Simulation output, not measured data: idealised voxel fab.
voxel transistor to metal: a process module
Displayed cross-section: cut, width of 215 nm, square cells sized 5 nm.
If you're reading a cross-section in this doc, picture square cells in a grid; it comes to you as bands, top ones listed first down to the bottom, and a band can be one or more rows of cells. Band entry format. Leading values: height of top, height of bottom, nm. Remainder: materials in left-to-right order, each with its width in nm. Special words: "all across" on a single material, which then fills the band edge to edge; "air", empty space. Heights are reckoned from 0. Under this level, the received wafer is all of one material. The bottommost band is open-ended downward, for example "top 0, no bottom". Note: "30->40" means the width goes from the first number (top row of the band) to the second number (bottom row) in equal steps per row of cells. Take "remains unaltered" at face value: in the step it is given for, the cross-section changed in none of its cells. Look at "Cavities, closed" for the closed voids: empty spaces with no open path to the top, sized 8 cells or up. Each is width x height at distance, distance from the left edge, all nm. after a step's settings: what the simulator itself notes on the step. You can add "overlay nm" to a step's line. For a step with a mask, it describes how far the mask lay to the right of its planned position, and a negative number describes a lay to the left.

-- The following list gives the planned process steps
1 RECEIVE, material Si
2 OXIDIZE, depth nm 5
3 CONFORMAL_DEP, material SiN, thk nm 15
4 DIRECTIONAL_DEP, material aC, thk nm 15
5 PATTERN, tone cover, mask id ACTIVE, material resist, width nm 105, thk nm 35, overlay nm 0
6 DIRECTIONAL_ETCH, etch materials aC, depth nm 15
7 STRIP, etch materials resist
8 DIRECTIONAL_ETCH, etch materials SiN, depth nm 15
9 DIRECTIONAL_ETCH, etch materials SiO2, depth nm 5
10 DIRECTIONAL_ETCH, etch materials Si, depth nm 30
11 STRIP, etch materials aC
12 FILL_DEP, material SiO2, thk nm 10
13 CMP, height nm 15
14 SELECTIVE_ETCH, etch materials SiO2, depth nm 10
15 STRIP, etch materials SiN
16 SELECTIVE_ETCH, etch materials SiO2, depth nm 5
17 OXIDIZE, depth nm 5
18 DIRECTIONAL_DEP, material polySi, thk nm 30
19 DIRECTIONAL_DEP, material SiCN, thk nm 15
20 DIRECTIONAL_DEP, material aC, thk nm 10
21 PATTERN, tone cover, mask id GATE, material resist, width nm 25, thk nm 25, overlay nm 0
22 DIRECTIONAL_ETCH, etch materials aC, depth nm 10
23 STRIP, etch materials resist
24 DIRECTIONAL_ETCH, etch materials SiCN, depth nm 25
25 DIRECTIONAL_ETCH, etch materials polySi, depth nm 40
26 STRIP, etch materials aC
27 CONFORMAL_DEP, material SiN, thk nm 10
28 DIRECTIONAL_ETCH, etch materials SiN, depth nm 10
29 DIRECTIONAL_ETCH, etch materials SiO2, depth nm 5
30 DIRECTIONAL_ETCH, etch materials Si, depth nm 10
31 EPI, material nSi, thk nm 10
32 FILL_DEP, material SiO2, thk nm 10
33 CMP, height nm 40
34 DIRECTIONAL_DEP, material SiO2, thk nm 15
35 PATTERN, tone open, mask id CONTACT, material resist, width nm 20, pitch nm 75, thk nm 15, overlay nm 0
36 DIRECTIONAL_ETCH, etch materials SiO2, depth nm 65
37 STRIP, etch materials resist
38 CONFORMAL_DEP, material TiN, thk nm 5
39 FILL_DEP, material Ru, thk nm 5
40 CMP, height nm 55
41 DIRECTIONAL_DEP, material TiN, thk nm 5
42 DIRECTIONAL_DEP, material W, thk nm 25
43 DIRECTIONAL_DEP, material aC, thk nm 15
44 PATTERN, tone cover, mask id METAL_1, material resist, width nm 20, pitch nm 75, thk nm 30, overlay nm 0
45 DIRECTIONAL_ETCH, etch materials aC, depth nm 15
46 STRIP, etch materials resist
47 DIRECTIONAL_ETCH, etch materials W, depth nm 25
48 DIRECTIONAL_ETCH, etch materials TiN, depth nm 5
49 STRIP, etch materials aC
50 CONFORMAL_DEP, material SiCN, thk nm 5
51 FILL_DEP, material SiO2, thk nm 5
52 CMP, height nm 85
53 CONFORMAL_DEP, material SiN, thk nm 5

-- Incoming wafer in cross-section (state: after step 1)
- top 0, no bottom: Si all across
- Cavities, closed: none

-- First of two wafers at the end of the module, shown in cross-section; run carried out as planned
- top 90, bottom 85: SiN all across
- top 85, bottom 60: 55 SiO2 | 5 SiCN | 20 W | 5 SiCN | 45 SiO2 | 5 SiCN | 20 W | 5 SiCN | 55 SiO2
- top 60, bottom 55: 60 SiCN | 20 TiN | 55 SiCN | 20 TiN | 60 SiCN
- top 55, bottom 40: 60 SiO2 | 5 TiN | 10 Ru | 5 TiN | 55 SiO2 | 5 TiN | 10 Ru | 5 TiN | 60 SiO2
- top 40, bottom 25: 60 SiO2 | 5 TiN | 10 Ru | 5 TiN | 5 SiO2 | 10 SiN | 25 SiCN | 10 SiN | 5 SiO2 | 5 TiN | 10 Ru | 5 TiN | 60 SiO2
- top 25, bottom 5: 60 SiO2 | 5 TiN | 10 Ru | 5 TiN | 5 SiO2 | 10 SiN | 25 polySi | 10 SiN | 5 SiO2 | 5 TiN | 10 Ru | 5 TiN | 60 SiO2
- top 5, bottom 0: 60 SiO2 | 20 TiN | 5 SiO2 | 10 SiN | 25 polySi | 10 SiN | 5 SiO2 | 20 TiN | 60 SiO2
- top 0, bottom -5: 50 SiO2 | 10 SiN | 10 nSi | 5 TiN | 10 nSi | 10 SiN | 25 polySi | 10 SiN | 10 nSi | 5 TiN | 10 nSi | 10 SiN | 50 SiO2
- top -5, bottom -10: 60 SiO2 | 10 nSi | 5 TiN | 10 nSi | 45 SiO2 | 10 nSi | 5 TiN | 10 nSi | 60 SiO2
- top -10, bottom -20: 55 SiO2 | 5 Si | 25 nSi | 45 Si | 25 nSi | 5 Si | 55 SiO2
- top -20, bottom -35: 55 SiO2 | 105 Si | 55 SiO2
- top -35, no bottom: Si all across
- Cavities, closed: none

-- This is the second of the two wafers, cross-sectioned at the end of the module; it started exactly like the first and was given the same plan, but it was run with one mistake
- top 90, bottom 85: SiN all across
- top 85, bottom 60: 55 SiO2 | 5 SiCN | 20 W | 5 SiCN | 45 SiO2 | 5 SiCN | 20 W | 5 SiCN | 55 SiO2
- top 60, bottom 55: 60 SiCN | 20 TiN | 55 SiCN | 20 TiN | 60 SiCN
- top 55, bottom 40: 60 SiO2 | 5 TiN | 10 Ru | 5 TiN | 55 SiO2 | 5 TiN | 10 Ru | 5 TiN | 60 SiO2
- top 40, bottom 25: 60 SiO2 | 5 TiN | 10 Ru | 5 TiN | 5 SiO2 | 10 SiN | 25 SiCN | 10 SiN | 5 SiO2 | 5 TiN | 10 Ru | 5 TiN | 60 SiO2
- top 25, bottom 5: 60 SiO2 | 5 TiN | 10 Ru | 5 TiN | 5 SiO2 | 10 SiN | 25 polySi | 10 SiN | 5 SiO2 | 5 TiN | 10 Ru | 5 TiN | 60 SiO2
- top 5, bottom 0: 60 SiO2 | 20 TiN | 5 SiO2 | 10 SiN | 25 polySi | 10 SiN | 5 SiO2 | 20 TiN | 60 SiO2
- top 0, bottom -5: 55 SiO2 | 10 SiN | 20 nSi | 10 SiN | 25 polySi | 10 SiN | 20 nSi | 10 SiN | 55 SiO2
- top -5, bottom -10: 65 SiO2 | 20 nSi | 45 SiO2 | 20 nSi | 65 SiO2
- top -10, bottom -20: 60 SiO2 | 5 Si | 20 nSi | 45 Si | 20 nSi | 5 Si | 60 SiO2
- top -20, bottom -35: 60 SiO2 | 95 Si | 60 SiO2
- top -35, no bottom: Si all across
- Cavities, closed: none
Against the plan, the run slipped here: step 5 went in with a setting other than planned; the actual run was PATTERN, tone cover, mask id ACTIVE, material resist, width nm 95, thk nm 35, overlay nm 0
In the final state, the cell counts of the second wafer exceed or fall short of those of the first for the following materials: 6 fewer of Si; 14 more of SiO2; 4 fewer of TiN; 4 fewer of nSi
